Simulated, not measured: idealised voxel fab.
Documented hereafter: the process module known as voxel self aligned contacts.
Shown is cross-section cut, with a width of 290 nm and square cells of size 5 nm.
In this document a cross-section is written as a grid of square cells. It is given as a series of bands, listed from the top down, and a band is one or more rows of cells. Band: top and bottom heights (nm) first, top before bottom; then materials from left to right, widths in nm. "throughout" marks a sole material filling the band edge to edge. "air" denotes empty space. Counting heights begins at 0, where everything beneath is, in the wafer as received, one material. The lowest band has no bottom; it goes on downwards, as "from 0 down" shows. Read "30..40" as a graded width: first number on top, second number at the bottom, same change between each pair of neighbouring rows. The cross-section has no changed cell in any step marked "changes: none". The entry titled "Internal closed voids" provides the empty spaces that have no open way to the top, restricted to those of 8 cells or more. Each is presented as width x height at distance, the distance being measured from the left edge, with all three in nm. On each step's line, the part that comes after the settings is the simulator's own comment on the step. For masked steps, "overlay nm" on the step line gives how far right of plan the mask actually lay; a minus sign means it lay to the left.
SO HERE'S THE LINEUP OF PROCESS STEPS WE PLANNED
1 RECEIVE [material Si]
2 OXIDIZE [depth nm 5]
3 DIRECTIONAL_DEP [material polySi] [thk nm 25]
4 DIRECTIONAL_DEP [material SiN] [thk nm 20]
5 DIRECTIONAL_DEP [material aC] [thk nm 10]
6 PATTERN [tone cover] [mask id GATE] [material resist] [width nm 25] [pitch nm 60] [thk nm 25] [overlay nm 0]
7 DIRECTIONAL_ETCH [etch materials aC] [depth nm 10]
8 STRIP [etch materials resist]
9 DIRECTIONAL_ETCH [etch materials SiN] [depth nm 20]
10 DIRECTIONAL_ETCH [etch materials polySi] [depth nm 25]
11 STRIP [etch materials aC]
12 CONFORMAL_DEP [material SiN] [thk nm 10]
13 DIRECTIONAL_ETCH [etch materials SiN] [depth nm 10]
14 FILL_DEP [material SiO2] [thk nm 20]
15 CMP [height nm 55]
16 MASKED_ETCH [tone open] [mask id CONTACT] [width nm 45] [etch materials SiO2] [depth nm 60] [overlay nm 0]
17 CONFORMAL_DEP [material TiN] [thk nm 5]
18 FILL_DEP [material Ru] [thk nm 10]
19 CMP [height nm 55]
20 CONFORMAL_DEP [material SiN] [thk nm 5]
FIRST OF THE TWO WAFERS, RUN PER PLAN
STEP 1 COMPLETE: CROSS-SECTION OF THE WAFER AS RECEIVED
- from 0 down = Si throughout
- Internal closed voids: none
SO THIS IS THE WAFER CROSS-SECTION RIGHT AFTER STEP 2
- from 0 to -5 = SiO2 throughout
- Everything under -5 stays put, no change at all.
SO THIS IS THE WAFER CROSS-SECTION RIGHT AFTER STEP 3
- from 25 to 0 = polySi throughout
- Everything under 0 stays put, no change at all.
SO THIS IS THE WAFER CROSS-SECTION RIGHT AFTER STEP 4
- from 45 to 25 = SiN throughout
- Everything under 25 stays put, no change at all.
SO THIS IS THE WAFER CROSS-SECTION RIGHT AFTER STEP 5
- from 55 to 45 = aC throughout
- Everything under 45 stays put, no change at all.
SO THIS IS THE WAFER CROSS-SECTION RIGHT AFTER STEP 6
- from 80 to 55 = 100 nm air / 25 nm resist / 35 nm air / 25 nm resist / 105 nm air
- Everything under 55 stays put, no change at all.
SO THIS IS THE WAFER CROSS-SECTION RIGHT AFTER STEP 7
- from 70 to 55 = 100 nm air / 25 nm resist / 35 nm air / 25 nm resist / 105 nm air
- from 55 to 45 = 100 nm air / 25 nm aC / 35 nm air / 25 nm aC / 105 nm air
- Everything under 45 stays put, no change at all.
SO THIS IS THE WAFER CROSS-SECTION RIGHT AFTER STEP 8
- from 55 to 45 = 100 nm air / 25 nm aC / 35 nm air / 25 nm aC / 105 nm air
- Everything under 45 stays put, no change at all.
SO THIS IS THE WAFER CROSS-SECTION RIGHT AFTER STEP 9
- from 55 to 45 = 100 nm air / 25 nm aC / 35 nm air / 25 nm aC / 105 nm air
- from 45 to 25 = 100 nm air / 25 nm SiN / 35 nm air / 25 nm SiN / 105 nm air
- Everything under 25 stays put, no change at all.
SO THIS IS THE WAFER CROSS-SECTION RIGHT AFTER STEP 10
- from 55 to 45 = 100 nm air / 25 nm aC / 35 nm air / 25 nm aC / 105 nm air
- from 45 to 25 = 100 nm air / 25 nm SiN / 35 nm air / 25 nm SiN / 105 nm air
- from 25 to 0 = 100 nm air / 25 nm polySi / 35 nm air / 25 nm polySi / 105 nm air
- Everything under 0 stays put, no change at all.
SO THIS IS THE WAFER CROSS-SECTION RIGHT AFTER STEP 11
- from 45 to 25 = 100 nm air / 25 nm SiN / 35 nm air / 25 nm SiN / 105 nm air
- Everything under 25 stays put, no change at all.
SO THIS IS THE WAFER CROSS-SECTION RIGHT AFTER STEP 12
- from 55 to 25 = 90 nm air / 45 nm SiN / 15 nm air / 45 nm SiN / 95 nm air
- from 25 to 10 = 90 nm air / 10 nm SiN / 25 nm polySi / 10 nm SiN / 15 nm air / 10 nm SiN / 25 nm polySi / 10 nm SiN / 95 nm air
- from 10 to 0 = 100 nm SiN / 25 nm polySi / 35 nm SiN / 25 nm polySi / 105 nm SiN
- Everything under 0 stays put, no change at all.
SO THIS IS THE WAFER CROSS-SECTION RIGHT AFTER STEP 13
- from 45 to 25 = 90 nm air / 45 nm SiN / 15 nm air / 45 nm SiN / 95 nm air
- from 25 to 0 = 90 nm air / 10 nm SiN / 25 nm polySi / 10 nm SiN / 15 nm air / 10 nm SiN / 25 nm polySi / 10 nm SiN / 95 nm air
- Everything under 0 stays put, no change at all.
SO THIS IS THE WAFER CROSS-SECTION RIGHT AFTER STEP 14
- from 65 to 45 = SiO2 throughout
- from 45 to 25 = 90 nm SiO2 / 45 nm SiN / 15 nm SiO2 / 45 nm SiN / 95 nm SiO2
- from 25 to 0 = 90 nm SiO2 / 10 nm SiN / 25 nm polySi / 10 nm SiN / 15 nm SiO2 / 10 nm SiN / 25 nm polySi / 10 nm SiN / 95 nm SiO2
- Everything under 0 stays put, no change at all.
SO THIS IS THE WAFER CROSS-SECTION RIGHT AFTER STEP 15
- from 55 to 45 = SiO2 throughout
- Everything under 45 stays put, no change at all.
SO THIS IS THE WAFER CROSS-SECTION RIGHT AFTER STEP 16
- from 55 to 45 = 120 nm SiO2 / 45 nm air / 125 nm SiO2
- from 45 to 25 = 90 nm SiO2 / 45 nm SiN / 15 nm air / 45 nm SiN / 95 nm SiO2
- from 25 to 0 = 90 nm SiO2 / 10 nm SiN / 25 nm polySi / 10 nm SiN / 15 nm air / 10 nm SiN / 25 nm polySi / 10 nm SiN / 95 nm SiO2
- from 0 to -5 = 135 nm SiO2 / 15 nm air / 140 nm SiO2
- Everything under -5 stays put, no change at all.
SO THIS IS THE WAFER CROSS-SECTION RIGHT AFTER STEP 17
- from 60 to 55 = 125 nm TiN / 35 nm air / 130 nm TiN
- from 55 to 45 = 120 nm SiO2 / 5..20 nm TiN / 35..5 nm air / 5..20 nm TiN / 125 nm SiO2
- from 45 to 25 = 90 nm SiO2 / 45 nm SiN / 5 nm TiN / 5 nm air / 5 nm TiN / 45 nm SiN / 95 nm SiO2
- from 25 to 0 = 90 nm SiO2 / 10 nm SiN / 25 nm polySi / 10 nm SiN / 5 nm TiN / 5 nm air / 5 nm TiN / 10 nm SiN / 25 nm polySi / 10 nm SiN / 95 nm SiO2
- from 0 to -5 = 135 nm SiO2 / 15 nm TiN / 140 nm SiO2
- Everything under -5 stays put, no change at all.
SO THIS IS THE WAFER CROSS-SECTION RIGHT AFTER STEP 18
- from 70 to 60 = Ru throughout
- from 60 to 55 = 125 nm TiN / 35 nm Ru / 130 nm TiN
- from 55 to 45 = 120 nm SiO2 / 5..20 nm TiN / 35..5 nm Ru / 5..20 nm TiN / 125 nm SiO2
- from 45 to 25 = 90 nm SiO2 / 45 nm SiN / 5 nm TiN / 5 nm Ru / 5 nm TiN / 45 nm SiN / 95 nm SiO2
- from 25 to 0 = 90 nm SiO2 / 10 nm SiN / 25 nm polySi / 10 nm SiN / 5 nm TiN / 5 nm Ru / 5 nm TiN / 10 nm SiN / 25 nm polySi / 10 nm SiN / 95 nm SiO2
- Everything under 0 stays put, no change at all.
SO THIS IS THE WAFER CROSS-SECTION RIGHT AFTER STEP 19
- from 55 to 45 = 120 nm SiO2 / 5..20 nm TiN / 35..5 nm Ru / 5..20 nm TiN / 125 nm SiO2
- Everything under 45 stays put, no change at all.
SO THIS IS THE WAFER CROSS-SECTION RIGHT AFTER STEP 20
- from 60 to 55 = SiN throughout
- Everything under 55 stays put, no change at all.
WAFER TWO: LIKE WAFER ONE IN START AND PLAN, BUT WITH ONE MISTAKE IN EXECUTION; IDENTICAL UP TO AND INCLUDING STEP 15
SECOND WAFER, CUT VIEW, END OF STEP 16 PER PLAN
- from 55 to 45 = 120 nm air / 45 nm SiO2 / 125 nm air
- from 45 to 25 = 90 nm air / 45 nm SiN / 15 nm SiO2 / 45 nm SiN / 95 nm air
- from 25 to 0 = 90 nm air / 10 nm SiN / 25 nm polySi / 10 nm SiN / 15 nm SiO2 / 10 nm SiN / 25 nm polySi / 10 nm SiN / 95 nm air
- from 0 to -5 = 90 nm air / 105 nm SiO2 / 95 nm air
- Everything under -5 stays put, no change at all.
SECOND WAFER, CUT VIEW, END OF STEP 17 PER PLAN
- from 60 to 55 = 115 nm air / 55 nm TiN / 120 nm air
- from 55 to 45 = 115..85 nm air / 5..35 nm TiN / 45 nm SiO2 / 5..35 nm TiN / 120..90 nm air
- from 45 to 25 = 85 nm air / 5 nm TiN / 45 nm SiN / 15 nm SiO2 / 45 nm SiN / 5 nm TiN / 90 nm air
- from 25 to 0 = 85 nm air / 5 nm TiN / 10 nm SiN / 25 nm polySi / 10 nm SiN / 15 nm SiO2 / 10 nm SiN / 25 nm polySi / 10 nm SiN / 5 nm TiN / 90 nm air
- from 0 to -5 = 90 nm TiN / 105 nm SiO2 / 95 nm TiN
- Everything under -5 stays put, no change at all.
SECOND WAFER, CUT VIEW, END OF STEP 18 PER PLAN
- from 70 to 60 = Ru throughout
- from 60 to 55 = 115 nm Ru / 55 nm TiN / 120 nm Ru
- from 55 to 45 = 115..85 nm Ru / 5..35 nm TiN / 45 nm SiO2 / 5..35 nm TiN / 120..90 nm Ru
- from 45 to 25 = 85 nm Ru / 5 nm TiN / 45 nm SiN / 15 nm SiO2 / 45 nm SiN / 5 nm TiN / 90 nm Ru
- from 25 to 0 = 85 nm Ru / 5 nm TiN / 10 nm SiN / 25 nm polySi / 10 nm SiN / 15 nm SiO2 / 10 nm SiN / 25 nm polySi / 10 nm SiN / 5 nm TiN / 90 nm Ru
- Everything under 0 stays put, no change at all.
SECOND WAFER, CUT VIEW, END OF STEP 19 PER PLAN
- from 55 to 45 = 115..85 nm Ru / 5..35 nm TiN / 45 nm SiO2 / 5..35 nm TiN / 120..90 nm Ru
- Everything under 45 stays put, no change at all.
SECOND WAFER, CUT VIEW, END OF STEP 20 PER PLAN
- from 60 to 55 = SiN throughout
- Everything under 55 stays put, no change at all.
What went wrong in running the wafer? heads up, step 16 didn't go per plan, it actually ran as MASKED_ETCH [tone cover] [mask id CONTACT] [width nm 45] [etch materials SiO2] [depth nm 60] [overlay nm 0]
The final cell counts differ between the wafers, with the second having more or fewer of some materials than the first: Ru +380, SiO2 -420, TiN +40
